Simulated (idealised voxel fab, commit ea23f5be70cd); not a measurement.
Herein follows the process module entitled voxel released beams.
Xsec cut, 185 nm wide, square cell size 5 nm.
Cross-sections here: square-cell grids, written as top-down lists of bands, a band being one or more rows of cells.
Heads up on the band format: heights come first, top then bottom, in nm. After that it's the materials left to right, each with its width in nm. A single material flagged "everywhere" fills the whole band edge to edge, and "empty" means there's empty space there.
Heights from 0 (as-received wafer is one material below). Bottom band endless downward, as "top 0, no bottom".
A width given as "30..40" starts at the first number in the band's top row and ends at the second number in its bottom row, shifting by an equal amount at every step from row to row.
Step marked "nothing got changed"? Then no cell in the cross-section changed in it.
Closed empty spaces (no open way to the top) of 8 cells or more are what "Sealed internal voids" lists, each as width x height at distance from the left edge, nm for all three.
Past the settings on a step's line: simulator remark, on that step.
overlay nm: step with mask; distance mask lay right of planned place; negative value = left of planned place.

[Planned process steps]
1,RECEIVE with material Si
2,CONFORMAL_DEP with material SiN, thk nm 5
3,DIRECTIONAL_DEP with material SiO2, thk nm 20
4,MASKED_ETCH with tone open, mask id ANCHOR, width nm 35, etch materials SiO2, depth nm 20, overlay nm 0
5,CONFORMAL_DEP with material W, thk nm 10
6,PATTERN with tone cover, mask id BEAM, material resist, width nm 105, thk nm 20, overlay nm 0
7,DIRECTIONAL_ETCH with etch materials W, depth nm 10
8,STRIP with etch materials resist
9,STRIP with etch materials SiO2

[first wafer, as planned]

[Received-state cross-section, reflecting completion of step 1]
    top 0, no bottom  Si everywhere
    Sealed internal voids: none

[Wafer after step 2 (cross-section)]
    top 5, bottom 0  SiN everywhere
    Rest of section, below 0: as before.

[Wafer after step 3 (cross-section)]
    top 25, bottom 5  SiO2 everywhere
    Rest of section, below 5: as before.

[Wafer after step 4 (cross-section)]
    top 25, bottom 5  SiO2 40, then empty 35, then SiO2 110
    Rest of section, below 5: as before.

[Wafer after step 5 (cross-section)]
    top 35, bottom 25  W 50, then empty 15, then W 120
    top 25, bottom 15  SiO2 40, then W 10, then empty 15, then W 10, then SiO2 110
    top 15, bottom 5  SiO2 40, then W 35, then SiO2 110
    Rest of section, below 5: as before.

[Wafer after step 6 (cross-section)]
    top 55, bottom 35  empty 35, then resist 105, then empty 45
    top 35, bottom 25  W 50, then resist 15, then W 120
    top 25, bottom 15  SiO2 40, then W 10, then resist 15, then W 10, then SiO2 110
    Rest of section, below 15: as before.

[Wafer after step 7 (cross-section)]
    top 55, bottom 35  empty 35, then resist 105, then empty 45
    top 35, bottom 25  empty 35, then W 15, then resist 15, then W 75, then empty 45
    Rest of section, below 25: as before.

[Wafer after step 8 (cross-section)]
    top 35, bottom 25  empty 35, then W 15, then empty 15, then W 75, then empty 45
    top 25, bottom 15  SiO2 40, then W 10, then empty 15, then W 10, then SiO2 110
    Rest of section, below 15: as before.

[Wafer after step 9 (cross-section)]
    top 35, bottom 25  empty 35, then W 15, then empty 15, then W 75, then empty 45
    top 25, bottom 15  empty 40, then W 10, then empty 15, then W 10, then empty 110
    top 15, bottom 5  empty 40, then W 35, then empty 110
    Rest of section, below 5: as before.

[What follows concerns the second wafer, which started out like the first and was meant to follow the very same plan; one mistake crept in when it was run, but everything up to and including step 3 is the same as for the first wafer]

[Planned end of step 4: second wafer, cross-section]
    top 25, bottom 5  SiO2 35, then empty 45, then SiO2 105
    Rest of section, below 5: as before.

[Planned end of step 5: second wafer, cross-section]
    top 35, bottom 25  W 45, then empty 25, then W 115
    top 25, bottom 15  SiO2 35, then W 10, then empty 25, then W 10, then SiO2 105
    top 15, bottom 5  SiO2 35, then W 45, then SiO2 105
    Rest of section, below 5: as before.

[Planned end of step 6: second wafer, cross-section]
    top 55, bottom 35  empty 35, then resist 105, then empty 45
    top 35, bottom 25  W 45, then resist 25, then W 115
    top 25, bottom 15  SiO2 35, then W 10, then resist 25, then W 10, then SiO2 105
    Rest of section, below 15: as before.

[Planned end of step 7: second wafer, cross-section]
    top 55, bottom 35  empty 35, then resist 105, then empty 45
    top 35, bottom 25  empty 35, then W 10, then resist 25, then W 70, then empty 45
    Rest of section, below 25: as before.

[Planned end of step 8: second wafer, cross-section]
    top 35, bottom 25  empty 35, then W 10, then empty 25, then W 70, then empty 45
    top 25, bottom 15  SiO2 35, then W 10, then empty 25, then W 10, then SiO2 105
    Rest of section, below 15: as before.

[Planned end of step 9: second wafer, cross-section]
    top 35, bottom 25  empty 35, then W 10, then empty 25, then W 70, then empty 45
    top 25, bottom 15  empty 35, then W 10, then empty 25, then W 10, then empty 105
    top 15, bottom 5  empty 35, then W 45, then empty 105
    Rest of section, below 5: as before.
what went wrong: step 4 off recipe, ran as MASKED_ETCH with tone open, mask id ANCHOR, width nm 45, etch materials SiO2, depth nm 20, overlay nm 0
When the process is done, the second wafer contains the same cell count of every material as the first wafer, but distributed over other locations.
